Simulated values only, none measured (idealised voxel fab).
Module name: voxel local oxidation (process module)
cross-section cut | 290 nm wide | cells 5 nm
The cross-sections in this document take the form of a grid made of square cells. They are written out as bands, in order from top to bottom. Each band consists of one or more rows of cells. Heights first: top, then bottom, in nm. Then materials, left to right, each with a width in nm. "throughout" on a single material: fills the band edge to edge. "empty": empty space. Height reference: 0 = level under which incoming wafer is all one material. Lowest band: no bottom, runs on downward, e.g. "from 0 down". A two-number width, for instance "30->40", indicates that the width is equal to the first number in the top row of the band and to the second number in the bottom row, and that it changes by a constant amount per row of cells. "left unchanged" (step): cross-section cells unchanged, all of them. "Entrapped void list" enumerates empty spaces isolated from the top, with no open way to it, that contain at least 8 cells, giving each as width x height at distance from the left edge, all three in nm. On each step's line, the part that comes after the settings is the simulator's own comment on the step. "overlay nm" answers the question of how far to the right of plan the mask lay on a step that has a mask, and when it is negative the answer is to the left.
### Listed below are the process steps as planned
1 RECEIVE,material Si
2 CONFORMAL_DEP,material SiO2,thk nm 5
3 CONFORMAL_DEP,material SiN,thk nm 10
4 MASKED_ETCH,tone cover,mask id ACTIVE,width nm 100,pitch nm 140,etch materials SiN,depth nm 10,overlay nm 0
5 SELECTIVE_ETCH,etch materials SiO2,depth nm 5
6 OXIDIZE,depth nm 15
7 STRIP,etch materials SiN
### First out of two wafers; run went to plan
### As-received state of the wafer in cross-section, equivalent to post-step 1
* from 0 down  Si throughout
* Entrapped void list: none
### Sectional view: wafer, after step 2
* from 5 to 0  SiO2 throughout
* No changes below 0.
### Sectional view: wafer, after step 3
* from 15 to 5  SiN throughout
* No changes below 5.
### Sectional view: wafer, after step 4
* from 15 to 5  empty (25); SiN (100); empty (40); SiN (100); empty (25)
* No changes below 5.
### Sectional view: wafer, after step 5
* from 15 to 5  empty (25); SiN (100); empty (40); SiN (100); empty (25)
* from 5 to 0  empty (30); SiO2 (90); empty (50); SiO2 (90); empty (30)
* No changes below 0.
### Sectional view: wafer, after step 6
* from 15 to 5  empty (25); SiN (100); empty (40); SiN (100); empty (25)
* from 5 to 0  empty (30); SiO2 (90); empty (50); SiO2 (90); empty (30)
* from 0 to -15  SiO2 (45); Si (60); SiO2 (80); Si (60); SiO2 (45)
* No changes below -15.
### Sectional view: wafer, after step 7
* from 5 to 0  empty (30); SiO2 (90); empty (50); SiO2 (90); empty (30)
* No changes below 0.
### It is to be noted that the second wafer proceeded from the same initial state and according to the same plan as the first, although one mistake was committed in its execution; through step 5, inclusive, the two wafers share an identical history
### Second wafer, section view, time point: scheduled end of step 6
* from 5 to 0  empty (30); SiO2 (90); empty (50); SiO2 (90); empty (30)
* No changes below 0.
### Second wafer, section view, time point: scheduled end of step 7
* from 5 to 0  empty (30); SiO2 (90); empty (50); SiO2 (90); empty (30)
* from 0 to -15  SiO2 (45); Si (60); SiO2 (80); Si (60); SiO2 (45)
* No changes below -15.
Run error: it was found that steps 6 and 7 of the process plan had been performed in exchanged positions
Outcome: the two wafer cross-sections end up identical, and the model's computation is unaffected by the mistake.
